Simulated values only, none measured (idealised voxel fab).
process module | voxel trench capacitor
cross-section cut | 210 nm wide | cells 5 nm
A cross-section is a grid of square cells, given in bands from the top down. A band is one or more rows of cells.
Each band's line starts with the height of the band's top and of its bottom, in nm. Then come its materials from left to right, each with its width in nm. One material with "throughout" fills the band from edge to edge. "air" is empty space.
Height 0 is the level under which the wafer as received is all one material. The lowest band goes on downwards, as in "0 down".
A width such as "30 to 40" changes by the same amount from each row of cells to the next, from the band's top row to its bottom row.
"no change" after a step means that no cell of the cross-section changed.
closed voids: empty space of 8 cells or more with no open way to the top, each as width x height at its distance from the left edge, in nm
after a step's settings: what the simulator itself notes on the step
overlay nm, on a step with a mask: how far to the right of its planned place the mask lay; to the left if negative
plan
1 op RECEIVE | material Si
2 op CONFORMAL_DEP | material SiN | thk nm 10
3 op PATTERN | tone open | mask id TRENCH | material resist | width nm 20 | pitch nm 35 | thk nm 15 | overlay nm 0
4 op DIRECTIONAL_ETCH | etch materials SiN | depth nm 10
5 op DIRECTIONAL_ETCH | etch materials Si | depth nm 25
6 op STRIP | etch materials resist
7 op CONFORMAL_DEP | material SiO2 | thk nm 5
8 op FILL_DEP | material polySi | thk nm 5
9 op CMP | height nm 10
first wafer, as planned
as received, after step 1
  0 down: Si throughout
  closed voids: none
after step 2
  10 to 0: SiN throughout
  below 0: unchanged
after step 3
  25 to 10: resist 40 | air 20 | resist 15 | air 20 | resist 15 | air 20 | resist 15 | air 20 | resist 45
  below 10: unchanged
after step 4
  25 to 10: resist 40 | air 20 | resist 15 | air 20 | resist 15 | air 20 | resist 15 | air 20 | resist 45
  10 to 0: SiN 40 | air 20 | SiN 15 | air 20 | SiN 15 | air 20 | SiN 15 | air 20 | SiN 45
  below 0: unchanged
after step 5
  25 to 10: resist 40 | air 20 | resist 15 | air 20 | resist 15 | air 20 | resist 15 | air 20 | resist 45
  10 to 0: SiN 40 | air 20 | SiN 15 | air 20 | SiN 15 | air 20 | SiN 15 | air 20 | SiN 45
  0 to -25: Si 40 | air 20 | Si 15 | air 20 | Si 15 | air 20 | Si 15 | air 20 | Si 45
  below -25: unchanged
after step 6
  10 to 0: SiN 40 | air 20 | SiN 15 | air 20 | SiN 15 | air 20 | SiN 15 | air 20 | SiN 45
  below 0: unchanged
after step 7
  15 to 10: SiO2 45 | air 10 | SiO2 25 | air 10 | SiO2 25 | air 10 | SiO2 25 | air 10 | SiO2 50
  10 to 0: SiN 40 | SiO2 5 | air 10 | SiO2 5 | SiN 15 | SiO2 5 | air 10 | SiO2 5 | SiN 15 | SiO2 5 | air 10 | SiO2 5 | SiN 15 | SiO2 5 | air 10 | SiO2 5 | SiN 45
  0 to -20: Si 40 | SiO2 5 | air 10 | SiO2 5 | Si 15 | SiO2 5 | air 10 | SiO2 5 | Si 15 | SiO2 5 | air 10 | SiO2 5 | Si 15 | SiO2 5 | air 10 | SiO2 5 | Si 45
  -20 to -25: Si 40 | SiO2 20 | Si 15 | SiO2 20 | Si 15 | SiO2 20 | Si 15 | SiO2 20 | Si 45
  below -25: unchanged
after step 8
  20 to 15: polySi throughout
  15 to 10: SiO2 45 | polySi 10 | SiO2 25 | polySi 10 | SiO2 25 | polySi 10 | SiO2 25 | polySi 10 | SiO2 50
  10 to 0: SiN 40 | SiO2 5 | polySi 10 | SiO2 5 | SiN 15 | SiO2 5 | polySi 10 | SiO2 5 | SiN 15 | SiO2 5 | polySi 10 | SiO2 5 | SiN 15 | SiO2 5 | polySi 10 | SiO2 5 | SiN 45
  0 to -20: Si 40 | SiO2 5 | polySi 10 | SiO2 5 | Si 15 | SiO2 5 | polySi 10 | SiO2 5 | Si 15 | SiO2 5 | polySi 10 | SiO2 5 | Si 15 | SiO2 5 | polySi 10 | SiO2 5 | Si 45
  below -20: unchanged
after step 9
  10 to 0: SiN 40 | SiO2 5 | polySi 10 | SiO2 5 | SiN 15 | SiO2 5 | polySi 10 | SiO2 5 | SiN 15 | SiO2 5 | polySi 10 | SiO2 5 | SiN 15 | SiO2 5 | polySi 10 | SiO2 5 | SiN 45
  below 0: unchanged
second wafer: like start, like plan, one mistake. Through step 2 it matches the first wafer
when step 3 should have ended
  25 to 10: resist 50 | air 20 | resist 15 | air 20 | resist 15 | air 20 | resist 15 | air 20 | resist 35
  below 10: unchanged
when step 4 should have ended
  25 to 10: resist 50 | air 20 | resist 15 | air 20 | resist 15 | air 20 | resist 15 | air 20 | resist 35
  10 to 0: SiN 50 | air 20 | SiN 15 | air 20 | SiN 15 | air 20 | SiN 15 | air 20 | SiN 35
  below 0: unchanged
when step 5 should have ended
  25 to 10: resist 50 | air 20 | resist 15 | air 20 | resist 15 | air 20 | resist 15 | air 20 | resist 35
  10 to 0: SiN 50 | air 20 | SiN 15 | air 20 | SiN 15 | air 20 | SiN 15 | air 20 | SiN 35
  0 to -25: Si 50 | air 20 | Si 15 | air 20 | Si 15 | air 20 | Si 15 | air 20 | Si 35
  below -25: unchanged
when step 6 should have ended
  10 to 0: SiN 50 | air 20 | SiN 15 | air 20 | SiN 15 | air 20 | SiN 15 | air 20 | SiN 35
  below 0: unchanged
when step 7 should have ended
  15 to 10: SiO2 55 | air 10 | SiO2 25 | air 10 | SiO2 25 | air 10 | SiO2 25 | air 10 | SiO2 40
  10 to 0: SiN 50 | SiO2 5 | air 10 | SiO2 5 | SiN 15 | SiO2 5 | air 10 | SiO2 5 | SiN 15 | SiO2 5 | air 10 | SiO2 5 | SiN 15 | SiO2 5 | air 10 | SiO2 5 | SiN 35
  0 to -20: Si 50 | SiO2 5 | air 10 | SiO2 5 | Si 15 | SiO2 5 | air 10 | SiO2 5 | Si 15 | SiO2 5 | air 10 | SiO2 5 | Si 15 | SiO2 5 | air 10 | SiO2 5 | Si 35
  -20 to -25: Si 50 | SiO2 20 | Si 15 | SiO2 20 | Si 15 | SiO2 20 | Si 15 | SiO2 20 | Si 35
  below -25: unchanged
when step 8 should have ended
  20 to 15: polySi throughout
  15 to 10: SiO2 55 | polySi 10 | SiO2 25 | polySi 10 | SiO2 25 | polySi 10 | SiO2 25 | polySi 10 | SiO2 40
  10 to 0: SiN 50 | SiO2 5 | polySi 10 | SiO2 5 | SiN 15 | SiO2 5 | polySi 10 | SiO2 5 | SiN 15 | SiO2 5 | polySi 10 | SiO2 5 | SiN 15 | SiO2 5 | polySi 10 | SiO2 5 | SiN 35
  0 to -20: Si 50 | SiO2 5 | polySi 10 | SiO2 5 | Si 15 | SiO2 5 | polySi 10 | SiO2 5 | Si 15 | SiO2 5 | polySi 10 | SiO2 5 | Si 15 | SiO2 5 | polySi 10 | SiO2 5 | Si 35
  below -20: unchanged
when step 9 should have ended
  10 to 0: SiN 50 | SiO2 5 | polySi 10 | SiO2 5 | SiN 15 | SiO2 5 | polySi 10 | SiO2 5 | SiN 15 | SiO2 5 | polySi 10 | SiO2 5 | SiN 15 | SiO2 5 | polySi 10 | SiO2 5 | SiN 35
  below 0: unchanged
what went wrong: step 3 ran as: op PATTERN | tone open | mask id TRENCH | material resist | width nm 20 | pitch nm 35 | thk nm 15 | overlay nm 10
at the end the second wafer has, in cells: as many of each material as the first, in other places
